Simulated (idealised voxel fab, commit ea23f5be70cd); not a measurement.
Process module under the name voxel transistor to metal
FYI the section here is cut, 290 nm wide, cells are 5 nm squares.
Notation: cross-section as square-cell grid; stated in bands, top first, going down; one or more cell rows per band. First you get the band's top height and its bottom height, in nm, and then the materials it's made of, left to right, with each width in nm. If you see a single material with "throughout", that one covers the band edge to edge. "air" is empty space. A quick word on heights: they are counted from 0, and under that level the wafer as it came to us is one material throughout. The lowest band is different from the rest in having no bottom; it simply continues downward, written as in "from 0 down". Width: "30..40" (first number = top row, second number = bottom row, same change from row to row of cells). Where a step carries "no alterations made", the cross-section came out of it unchanged, cell for cell. "Closed internal voids" contains a list of empty spaces, each no smaller than 8 cells and without an open way to the top, written in the form width x height at distance with the distance from the left edge and all three in nm. It should be noted that, on the line of a given step, the content following the step's settings is a remark produced by the simulator itself with respect to that step. overlay nm: mask right of planned place by this much (step with mask). Neg. = left.
THE STEPS PLANNED FOR THE PROCESS ARE AS FOLLOWS
1. RECEIVE, material Si
2. OXIDIZE, depth nm 5
3. CONFORMAL_DEP, material SiN, thk nm 10
4. PATTERN, tone cover, mask id ACTIVE, material resist, width nm 115, pitch nm 140, thk nm 15, overlay nm 0
5. DIRECTIONAL_ETCH, etch materials SiN, depth nm 10
6. DIRECTIONAL_ETCH, etch materials SiO2, depth nm 5
7. DIRECTIONAL_ETCH, etch materials Si, depth nm 35
8. STRIP, etch materials resist
9. FILL_DEP, material SiO2, thk nm 10
10. CMP, height nm 10
11. SELECTIVE_ETCH, etch materials SiO2, depth nm 10
12. STRIP, etch materials SiN
13. SELECTIVE_ETCH, etch materials SiO2, depth nm 5
14. OXIDIZE, depth nm 5
15. DIRECTIONAL_DEP, material polySi, thk nm 20
16. DIRECTIONAL_DEP, material SiCN, thk nm 15
17. PATTERN, tone cover, mask id GATE, material resist, width nm 25, pitch nm 140, thk nm 15, overlay nm 0
18. DIRECTIONAL_ETCH, etch materials SiCN, depth nm 25
19. DIRECTIONAL_ETCH, etch materials polySi, depth nm 30
20. STRIP, etch materials resist
21. CONFORMAL_DEP, material SiN, thk nm 5
22. DIRECTIONAL_ETCH, etch materials SiN, depth nm 5
23. DIRECTIONAL_ETCH, etch materials SiO2, depth nm 5
24. DIRECTIONAL_ETCH, etch materials Si, depth nm 15
25. EPI, material nSi, thk nm 20
26. FILL_DEP, material SiO2, thk nm 10
27. CMP, height nm 15
28. STRIP, etch materials polySi
29. SELECTIVE_ETCH, etch materials SiO2, depth nm 5
30. CONFORMAL_DEP, material HfO2, thk nm 5
31. CONFORMAL_DEP, material TiN, thk nm 5
32. FILL_DEP, material W, thk nm 10
33. CMP, height nm 10
34. DIRECTIONAL_DEP, material SiO2, thk nm 15
35. MASKED_ETCH, tone open, mask id CONTACT, width nm 15, etch materials SiO2, depth nm 30, overlay nm 0
36. CONFORMAL_DEP, material TiN, thk nm 5
37. FILL_DEP, material Ru, thk nm 5
38. CMP, height nm 25
39. CONFORMAL_DEP, material SiN, thk nm 5
40. DIRECTIONAL_DEP, material SiO2, thk nm 20
41. DIRECTIONAL_DEP, material aC, thk nm 10
42. PATTERN, tone open, mask id METAL_1, material resist, width nm 15, thk nm 30, overlay nm 0
43. DIRECTIONAL_ETCH, etch materials aC, depth nm 10
44. STRIP, etch materials resist
45. DIRECTIONAL_ETCH, etch materials SiO2, depth nm 20
46. DIRECTIONAL_ETCH, etch materials SiN, depth nm 5
47. STRIP, etch materials aC
48. CONFORMAL_DEP, material TiN, thk nm 5
49. FILL_DEP, material Cu, thk nm 5
50. CMP, height nm 50
51. EPI, material Ru, thk nm 5
52. FILL_DEP, material SiCN, thk nm 5
WAFER CROSS-SECTION ON RECEIPT, I.E. AFTER STEP 1
  from 0 down  Si throughout
  Closed internal voids: none
FINAL CROSS-SECTION, MODULE RUN WITH ONE MISTAKE (START AND PLAN AS ABOVE)
  from 60 to 55  SiCN throughout
  from 55 to 50  SiCN (20), Ru (25), SiCN (55), Ru (25), SiCN (35), Ru (25), SiCN (55), Ru (25), SiCN (25)
  from 50 to 30  SiO2 (25), TiN (5), Cu (5), TiN (5), SiO2 (65), TiN (5), Cu (5), TiN (5), SiO2 (45), TiN (5), Cu (5), TiN (5), SiO2 (65), TiN (5), Cu (5), TiN (5), SiO2 (30)
  from 30 to 25  SiN (25), TiN (15), SiN (65), TiN (15), SiN (45), TiN (15), SiN (65), TiN (15), SiN (30)
  from 25 to 15  SiO2 (25), TiN (5), Ru (5), TiN (5), SiO2 (65), TiN (5), Ru (5), TiN (5), SiO2 (45), TiN (5), Ru (5), TiN (5), SiO2 (65), TiN (5), Ru (5), TiN (5), SiO2 (30)
  from 15 to 10  SiO2 (25), TiN (15), SiO2 (65), TiN (15), SiO2 (45), TiN (15), SiO2 (65), TiN (15), SiO2 (30)
  from 10 to -5  SiO2 (25), TiN (10), nSi (20), SiN (5), SiCN (25), SiN (5), nSi (20), TiN (10), SiO2 (45), TiN (10), nSi (20), SiN (5), SiCN (25), SiN (5), nSi (20), TiN (10), SiO2 (30)
  from -5 to -10  SiO2 (10), nSi (45), SiO2 (35), nSi (45), SiO2 (15), nSi (45), SiO2 (35), nSi (45), SiO2 (15)
  from -10 to -25  SiO2 (15), nSi (40), Si (35), nSi (40), SiO2 (25), nSi (40), Si (35), nSi (40), SiO2 (20)
  from -25 to -40  SiO2 (15), Si (115), SiO2 (25), Si (115), SiO2 (20)
  from -40 down  Si throughout
  Closed internal voids: none
Plan not followed: the plan's step 15 was left out and never carried out
